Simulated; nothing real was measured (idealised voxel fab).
The name of this process module is voxel transistor to metal.
Pictured: cross-section cut, 180 nm wide, on a grid of 5 nm square cells.
For the purposes of this document, a cross-section shall be understood as a grid of square cells, specified as bands listed in top-to-bottom order, each band consisting of one or more rows of cells. This entry defines a band. It first specifies the height of the band's top and the height of its bottom in nm, and then specifies the band's materials from left to right, stating each material with its width in nm. The word "everywhere" identifies a single material that fills the band from edge to edge, while the word "blank" identifies empty space. Measure heights from 0. That's the level where, below it, the as-received wafer is all one material. The lowest band is bottomless and extends downward; write it as in "top 0, no bottom". The two numbers in a width such as "30..40" mark its ends across the band: the first belongs to the top row of cells, the second to the bottom row, and from each row to the next the width moves by the same amount. "nothing got changed" for a step: no cell of the cross-section changed in that step. You'll see "Voids, sealed" listing empty spaces that have no way open to the top, as long as they're 8 cells or more; the notation is width x height at distance, where the distance is from the left edge, and all of it is in nm. The remark found on a step's line after its settings is issued by the simulator itself and pertains to that step. You can add "overlay nm" to a step's line. For a step with a mask, it describes how far the mask lay to the right of its planned position, and a negative number describes a lay to the left.
The following list gives the planned process steps:
1) RECEIVE | material Si
2) CONFORMAL_DEP | material SiO2 | thk nm 5
3) CONFORMAL_DEP | material SiN | thk nm 10
4) MASKED_ETCH | tone cover | mask id ACTIVE | width nm 105 | etch materials SiN | depth nm 10 | overlay nm 0
5) MASKED_ETCH | tone cover | mask id ACTIVE | width nm 105 | etch materials SiO2 | depth nm 5 | overlay nm 0
6) MASKED_ETCH | tone cover | mask id ACTIVE | width nm 105 | etch materials Si | depth nm 35 | overlay nm 0
7) FILL_DEP | material SiO2 | thk nm 15
8) CMP | height nm 15
9) SELECTIVE_ETCH | etch materials SiO2 | depth nm 5
10) STRIP | etch materials SiN
11) SELECTIVE_ETCH | etch materials SiO2 | depth nm 5
12) OXIDIZE | depth nm 5
13) DIRECTIONAL_DEP | material polySi | thk nm 20
14) DIRECTIONAL_DEP | material SiCN | thk nm 10
15) MASKED_ETCH | tone cover | mask id GATE | width nm 25 | etch materials SiCN | depth nm 20 | overlay nm 0
16) MASKED_ETCH | tone cover | mask id GATE | width nm 25 | etch materials polySi | depth nm 30 | overlay nm 0
17) CONFORMAL_DEP | material SiN | thk nm 10
18) DIRECTIONAL_ETCH | etch materials SiN | depth nm 10
19) DIRECTIONAL_ETCH | etch materials SiO2 | depth nm 5
20) DIRECTIONAL_ETCH | etch materials Si | depth nm 10
21) EPI | material nSi | thk nm 10
22) FILL_DEP | material SiO2 | thk nm 5
23) CMP | height nm 30
24) DIRECTIONAL_DEP | material SiO2 | thk nm 15
25) PATTERN | tone open | mask id CONTACT | material resist | width nm 30 | pitch nm 65 | thk nm 15 | overlay nm 0
26) DIRECTIONAL_ETCH | etch materials SiO2 | depth nm 50
27) STRIP | etch materials resist
28) CONFORMAL_DEP | material TiN | thk nm 5
29) FILL_DEP | material W | thk nm 5
30) CMP | height nm 45
31) CONFORMAL_DEP | material SiCN | thk nm 5
32) DIRECTIONAL_DEP | material lowk | thk nm 25
33) PATTERN | tone open | mask id METAL_1 | material resist | width nm 15 | pitch nm 80 | thk nm 20 | overlay nm 0
34) DIRECTIONAL_ETCH | etch materials lowk | depth nm 25
35) DIRECTIONAL_ETCH | etch materials SiCN | depth nm 5
36) STRIP | etch materials resist
37) CONFORMAL_DEP | material TiN | thk nm 5
38) FILL_DEP | material W | thk nm 10
39) CMP | height nm 75
40) CONFORMAL_DEP | material SiCN | thk nm 5
41) DIRECTIONAL_DEP | material SiO2 | thk nm 35
42) MASKED_ETCH | tone open | mask id METAL_2 | width nm 15 | pitch nm 80 | etch materials SiO2 | depth nm 20 | overlay nm 0
43) DIRECTIONAL_DEP | material aC | thk nm 10
44) PATTERN | tone open | mask id METAL_2_HOLES | material resist | width nm 15 | pitch nm 80 | thk nm 25 | overlay nm 0
45) DIRECTIONAL_ETCH | etch materials aC | depth nm 10
46) STRIP | etch materials resist
47) DIRECTIONAL_ETCH | etch materials SiO2 | depth nm 15
48) DIRECTIONAL_ETCH | etch materials SiCN | depth nm 5
49) STRIP | etch materials aC
50) CONFORMAL_DEP | material TiN | thk nm 5
51) FILL_DEP | material Cu | thk nm 10
52) CMP | height nm 115
53) CONFORMAL_DEP | material SiCN | thk nm 5
Cross-section of the wafer upon arrival, representing the state reached after step 1:
top 0, no bottom: Si everywhere
Voids, sealed: none
Cross-section at module end, one run error; start and plan unchanged from above:
top 120, bottom 115: SiCN everywhere
top 115, bottom 80: 40 SiO2  5 TiN  5 Cu  5 TiN  65 SiO2  5 TiN  5 Cu  5 TiN  45 SiO2
top 80, bottom 75: 40 SiCN  15 TiN  65 SiCN  15 TiN  45 SiCN
top 75, bottom 50: 40 lowk  5 TiN  5 W  5 TiN  65 lowk  5 TiN  5 W  5 TiN  45 lowk
top 50, bottom 45: 40 SiCN  15 TiN  65 SiCN  15 TiN  45 SiCN
top 45, bottom 35: 40 SiO2  5 TiN  20 W  5 TiN  35 SiO2  5 TiN  20 W  5 TiN  45 SiO2
top 35, bottom 30: 40 SiO2  5 TiN  15 W  10 TiN  35 SiO2  10 TiN  15 W  5 TiN  45 SiO2
top 30, bottom 20: 40 SiO2  5 TiN  15 W  5 TiN  10 SiN  25 SiCN  10 SiN  5 TiN  15 W  5 TiN  45 SiO2
top 20, bottom 15: 40 SiO2  5 TiN  15 W  5 TiN  10 SiN  25 polySi  10 SiN  5 TiN  15 W  5 TiN  45 SiO2
top 15, bottom 10: 40 SiO2  25 TiN  10 SiN  25 polySi  10 SiN  25 TiN  45 SiO2
top 10, bottom 5: 65 SiO2  10 SiN  25 polySi  10 SiN  70 SiO2
top 5, bottom 0: 30 SiO2  10 SiN  10 nSi  5 SiO2  10 nSi  10 SiN  25 polySi  10 SiN  10 nSi  5 SiO2  10 nSi  10 SiN  35 SiO2
top 0, bottom -5: 40 SiO2  10 nSi  5 SiO2  10 nSi  45 SiO2  10 nSi  5 SiO2  10 nSi  45 SiO2
top -5, bottom -15: 35 SiO2  5 Si  25 nSi  45 Si  25 nSi  5 Si  40 SiO2
top -15, bottom -35: 35 SiO2  105 Si  40 SiO2
top -35, no bottom: Si everywhere
Voids, sealed: none
What was done differently from what was planned? step 24 from the plan got run twice
